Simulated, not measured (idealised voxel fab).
The document below concerns the process module designated voxel self aligned contacts.
Xsec cut, 185 nm wide, square cell size 5 nm.
In what follows, cross-sections appear as grids of square cells, described through bands that run from the top down, where every band is one or more rows of cells. First you get the band's top height and its bottom height, in nm, and then the materials it's made of, left to right, with each width in nm. If you see a single material with "everywhere", that one covers the band edge to edge. "empty" is empty space. Basically, 0 is our baseline, since under it the wafer straight out of the box is all one material. The bottom band has no lower end and keeps on going down, so it looks like "z 0 and below". A two-number width, for instance "30 to 40", indicates that the width is equal to the first number in the top row of the band and to the second number in the bottom row, and that it changes by a constant amount per row of cells. Where a step carries "all unchanged", the cross-section came out of it unchanged, cell for cell. "Completely sealed voids" - sealed voids, min. 8 cells, no opening to top; format: width x height at distance (distance from left edge; nm throughout). On each step's line, the part that comes after the settings is the simulator's own comment on the step. Among the settings permitted on a step's line is "overlay nm"; applied to a step with a mask, it specifies the extent to which the mask lay to the right of its planned position, whereas a negative figure signifies a position to the left.
THE PLANNED PROCESS STEPS ARE ENUMERATED HEREUNDER
1 RECEIVE: material Si
2 CONFORMAL_DEP: material SiO2, thk nm 5
3 DIRECTIONAL_DEP: material polySi, thk nm 25
4 DIRECTIONAL_DEP: material SiN, thk nm 25
5 DIRECTIONAL_DEP: material aC, thk nm 15
6 PATTERN: tone cover, mask id GATE, material resist, width nm 35, pitch nm 70, thk nm 30, overlay nm 0
7 DIRECTIONAL_ETCH: etch materials aC, depth nm 15
8 STRIP: etch materials resist
9 DIRECTIONAL_ETCH: etch materials SiN, depth nm 25
10 DIRECTIONAL_ETCH: etch materials polySi, depth nm 25
11 STRIP: etch materials aC
12 CONFORMAL_DEP: material SiN, thk nm 10
13 DIRECTIONAL_ETCH: etch materials SiN, depth nm 10
14 FILL_DEP: material SiO2, thk nm 10
15 CMP: height nm 60
16 PATTERN: tone open, mask id CONTACT, material resist, width nm 55, thk nm 20, overlay nm 0
17 DIRECTIONAL_ETCH: etch materials SiO2, depth nm 60
18 STRIP: etch materials resist
19 CONFORMAL_DEP: material TiN, thk nm 5
20 FILL_DEP: material W, thk nm 5
21 CMP: height nm 60
22 CONFORMAL_DEP: material SiCN, thk nm 5
FIRST WAFER, AS PLANNED
INCOMING WAFER, CROSS-SECTIONAL VIEW, POST STEP 1
> z 0 and below = Si everywhere
> Completely sealed voids: none
CROSS-SECTIONAL REPRESENTATION OF THE WAFER AT THE CONCLUSION OF STEP 2
> z 5 to 0 = SiO2 everywhere
> Rest of section, below 0: as before.
CROSS-SECTIONAL REPRESENTATION OF THE WAFER AT THE CONCLUSION OF STEP 3
> z 30 to 5 = polySi everywhere
> Rest of section, below 5: as before.
CROSS-SECTIONAL REPRESENTATION OF THE WAFER AT THE CONCLUSION OF STEP 4
> z 55 to 30 = SiN everywhere
> Rest of section, below 30: as before.
CROSS-SECTIONAL REPRESENTATION OF THE WAFER AT THE CONCLUSION OF STEP 5
> z 70 to 55 = aC everywhere
> Rest of section, below 55: as before.
CROSS-SECTIONAL REPRESENTATION OF THE WAFER AT THE CONCLUSION OF STEP 6
> z 100 to 70 = empty=40, resist=35, empty=35, resist=35, empty=40
> Rest of section, below 70: as before.
CROSS-SECTIONAL REPRESENTATION OF THE WAFER AT THE CONCLUSION OF STEP 7
> z 85 to 70 = empty=40, resist=35, empty=35, resist=35, empty=40
> z 70 to 55 = empty=40, aC=35, empty=35, aC=35, empty=40
> Rest of section, below 55: as before.
CROSS-SECTIONAL REPRESENTATION OF THE WAFER AT THE CONCLUSION OF STEP 8
> z 70 to 55 = empty=40, aC=35, empty=35, aC=35, empty=40
> Rest of section, below 55: as before.
CROSS-SECTIONAL REPRESENTATION OF THE WAFER AT THE CONCLUSION OF STEP 9
> z 70 to 55 = empty=40, aC=35, empty=35, aC=35, empty=40
> z 55 to 30 = empty=40, SiN=35, empty=35, SiN=35, empty=40
> Rest of section, below 30: as before.
CROSS-SECTIONAL REPRESENTATION OF THE WAFER AT THE CONCLUSION OF STEP 10
> z 70 to 55 = empty=40, aC=35, empty=35, aC=35, empty=40
> z 55 to 30 = empty=40, SiN=35, empty=35, SiN=35, empty=40
> z 30 to 5 = empty=40, polySi=35, empty=35, polySi=35, empty=40
> Rest of section, below 5: as before.
CROSS-SECTIONAL REPRESENTATION OF THE WAFER AT THE CONCLUSION OF STEP 11
> z 55 to 30 = empty=40, SiN=35, empty=35, SiN=35, empty=40
> Rest of section, below 30: as before.
CROSS-SECTIONAL REPRESENTATION OF THE WAFER AT THE CONCLUSION OF STEP 12
> z 65 to 30 = empty=30, SiN=55, empty=15, SiN=55, empty=30
> z 30 to 15 = empty=30, SiN=10, polySi=35, SiN=10, empty=15, SiN=10, polySi=35, SiN=10, empty=30
> z 15 to 5 = SiN=40, polySi=35, SiN=35, polySi=35, SiN=40
> Rest of section, below 5: as before.
CROSS-SECTIONAL REPRESENTATION OF THE WAFER AT THE CONCLUSION OF STEP 13
> z 55 to 30 = empty=30, SiN=55, empty=15, SiN=55, empty=30
> z 30 to 5 = empty=30, SiN=10, polySi=35, SiN=10, empty=15, SiN=10, polySi=35, SiN=10, empty=30
> Rest of section, below 5: as before.
CROSS-SECTIONAL REPRESENTATION OF THE WAFER AT THE CONCLUSION OF STEP 14
> z 65 to 55 = SiO2 everywhere
> z 55 to 30 = SiO2=30, SiN=55, SiO2=15, SiN=55, SiO2=30
> z 30 to 5 = SiO2=30, SiN=10, polySi=35, SiN=10, SiO2=15, SiN=10, polySi=35, SiN=10, SiO2=30
> Rest of section, below 5: as before.
CROSS-SECTIONAL REPRESENTATION OF THE WAFER AT THE CONCLUSION OF STEP 15
> z 60 to 55 = SiO2 everywhere
> Rest of section, below 55: as before.
CROSS-SECTIONAL REPRESENTATION OF THE WAFER AT THE CONCLUSION OF STEP 16
> z 80 to 60 = resist=65, empty=55, resist=65
> Rest of section, below 60: as before.
CROSS-SECTIONAL REPRESENTATION OF THE WAFER AT THE CONCLUSION OF STEP 17
> z 80 to 60 = resist=65, empty=55, resist=65
> z 60 to 55 = SiO2=65, empty=55, SiO2=65
> z 55 to 30 = SiO2=30, SiN=55, empty=15, SiN=55, SiO2=30
> z 30 to 5 = SiO2=30, SiN=10, polySi=35, SiN=10, empty=15, SiN=10, polySi=35, SiN=10, SiO2=30
> z 5 to 0 = SiO2=85, empty=15, SiO2=85
> Rest of section, below 0: as before.
CROSS-SECTIONAL REPRESENTATION OF THE WAFER AT THE CONCLUSION OF STEP 18
> z 60 to 55 = SiO2=65, empty=55, SiO2=65
> Rest of section, below 55: as before.
CROSS-SECTIONAL REPRESENTATION OF THE WAFER AT THE CONCLUSION OF STEP 19
> z 65 to 60 = TiN=70, empty=45, TiN=70
> z 60 to 55 = SiO2=65, TiN=25, empty=5, TiN=25, SiO2=65
> z 55 to 30 = SiO2=30, SiN=55, TiN=5, empty=5, TiN=5, SiN=55, SiO2=30
> z 30 to 5 = SiO2=30, SiN=10, polySi=35, SiN=10, TiN=5, empty=5, TiN=5, SiN=10, polySi=35, SiN=10, SiO2=30
> z 5 to 0 = SiO2=85, TiN=15, SiO2=85
> Rest of section, below 0: as before.
CROSS-SECTIONAL REPRESENTATION OF THE WAFER AT THE CONCLUSION OF STEP 20
> z 70 to 65 = W everywhere
> z 65 to 60 = TiN=70, W=45, TiN=70
> z 60 to 55 = SiO2=65, TiN=25, W=5, TiN=25, SiO2=65
> z 55 to 30 = SiO2=30, SiN=55, TiN=5, W=5, TiN=5, SiN=55, SiO2=30
> z 30 to 5 = SiO2=30, SiN=10, polySi=35, SiN=10, TiN=5, W=5, TiN=5, SiN=10, polySi=35, SiN=10, SiO2=30
> Rest of section, below 5: as before.
CROSS-SECTIONAL REPRESENTATION OF THE WAFER AT THE CONCLUSION OF STEP 21
> z 60 to 55 = SiO2=65, TiN=25, W=5, TiN=25, SiO2=65
> Rest of section, below 55: as before.
CROSS-SECTIONAL REPRESENTATION OF THE WAFER AT THE CONCLUSION OF STEP 22
> z 65 to 60 = SiCN everywhere
> Rest of section, below 60: as before.
WAFER TWO OF THE PAIR: SAME ORIGIN, SAME PLAN, ONE ERROR DURING THE RUN; IDENTICAL TO WAFER ONE UP TO AND INCLUDING STEP 3
SECOND WAFER AT THE PLANNED FINISH OF STEP 4, SEEN IN CROSS-SECTION
> z 80 to 30 = SiN everywhere
> Rest of section, below 30: as before.
SECOND WAFER AT THE PLANNED FINISH OF STEP 5, SEEN IN CROSS-SECTION
> z 95 to 80 = aC everywhere
> Rest of section, below 80: as before.
SECOND WAFER AT THE PLANNED FINISH OF STEP 6, SEEN IN CROSS-SECTION
> z 125 to 95 = empty=40, resist=35, empty=35, resist=35, empty=40
> Rest of section, below 95: as before.
SECOND WAFER AT THE PLANNED FINISH OF STEP 7, SEEN IN CROSS-SECTION
> z 110 to 95 = empty=40, resist=35, empty=35, resist=35, empty=40
> z 95 to 80 = empty=40, aC=35, empty=35, aC=35, empty=40
> Rest of section, below 80: as before.
SECOND WAFER AT THE PLANNED FINISH OF STEP 8, SEEN IN CROSS-SECTION
> z 95 to 80 = empty=40, aC=35, empty=35, aC=35, empty=40
> Rest of section, below 80: as before.
SECOND WAFER AT THE PLANNED FINISH OF STEP 9, SEEN IN CROSS-SECTION
> z 95 to 80 = empty=40, aC=35, empty=35, aC=35, empty=40
> z 80 to 55 = empty=40, SiN=35, empty=35, SiN=35, empty=40
> Rest of section, below 55: as before.
Second wafer at the planned finish of step 10, seen in cross-section: all unchanged
SECOND WAFER AT THE PLANNED FINISH OF STEP 11, SEEN IN CROSS-SECTION
> z 80 to 55 = empty=40, SiN=35, empty=35, SiN=35, empty=40
> Rest of section, below 55: as before.
SECOND WAFER AT THE PLANNED FINISH OF STEP 12, SEEN IN CROSS-SECTION
> z 90 to 65 = empty=30, SiN=55, empty=15, SiN=55, empty=30
> z 65 to 30 = SiN everywhere
> Rest of section, below 30: as before.
SECOND WAFER AT THE PLANNED FINISH OF STEP 13, SEEN IN CROSS-SECTION
> z 80 to 55 = empty=30, SiN=55, empty=15, SiN=55, empty=30
> Rest of section, below 55: as before.
SECOND WAFER AT THE PLANNED FINISH OF STEP 14, SEEN IN CROSS-SECTION
> z 90 to 80 = SiO2 everywhere
> z 80 to 55 = SiO2=30, SiN=55, SiO2=15, SiN=55, SiO2=30
> Rest of section, below 55: as before.
SECOND WAFER AT THE PLANNED FINISH OF STEP 15, SEEN IN CROSS-SECTION
> z 60 to 55 = SiO2=30, SiN=55, SiO2=15, SiN=55, SiO2=30
> Rest of section, below 55: as before.
SECOND WAFER AT THE PLANNED FINISH OF STEP 16, SEEN IN CROSS-SECTION
> z 80 to 60 = resist=65, empty=55, resist=65
> Rest of section, below 60: as before.
SECOND WAFER AT THE PLANNED FINISH OF STEP 17, SEEN IN CROSS-SECTION
> z 80 to 60 = resist=65, empty=55, resist=65
> z 60 to 55 = SiO2=30, SiN=55, empty=15, SiN=55, SiO2=30
> Rest of section, below 55: as before.
SECOND WAFER AT THE PLANNED FINISH OF STEP 18, SEEN IN CROSS-SECTION
> z 60 to 55 = SiO2=30, SiN=55, empty=15, SiN=55, SiO2=30
> Rest of section, below 55: as before.
SECOND WAFER AT THE PLANNED FINISH OF STEP 19, SEEN IN CROSS-SECTION
> z 65 to 60 = TiN=90, empty=5, TiN=90
> z 60 to 55 = SiO2=30, SiN=55, TiN=15, SiN=55, SiO2=30
> Rest of section, below 55: as before.
SECOND WAFER AT THE PLANNED FINISH OF STEP 20, SEEN IN CROSS-SECTION
> z 70 to 65 = W everywhere
> z 65 to 60 = TiN=90, W=5, TiN=90
> Rest of section, below 60: as before.
SECOND WAFER AT THE PLANNED FINISH OF STEP 21, SEEN IN CROSS-SECTION
> z 60 to 55 = SiO2=30, SiN=55, TiN=15, SiN=55, SiO2=30
> Rest of section, below 55: as before.
SECOND WAFER AT THE PLANNED FINISH OF STEP 22, SEEN IN CROSS-SECTION
> z 65 to 60 = SiCN everywhere
> Rest of section, below 60: as before.
Run error: step 4 in the plan was executed twice
The closing comparison, in cells, has the second wafer with more or fewer of some materials than the first: +57 SiN | -131 SiO2 | -30 TiN | -11 W | +115 polySi
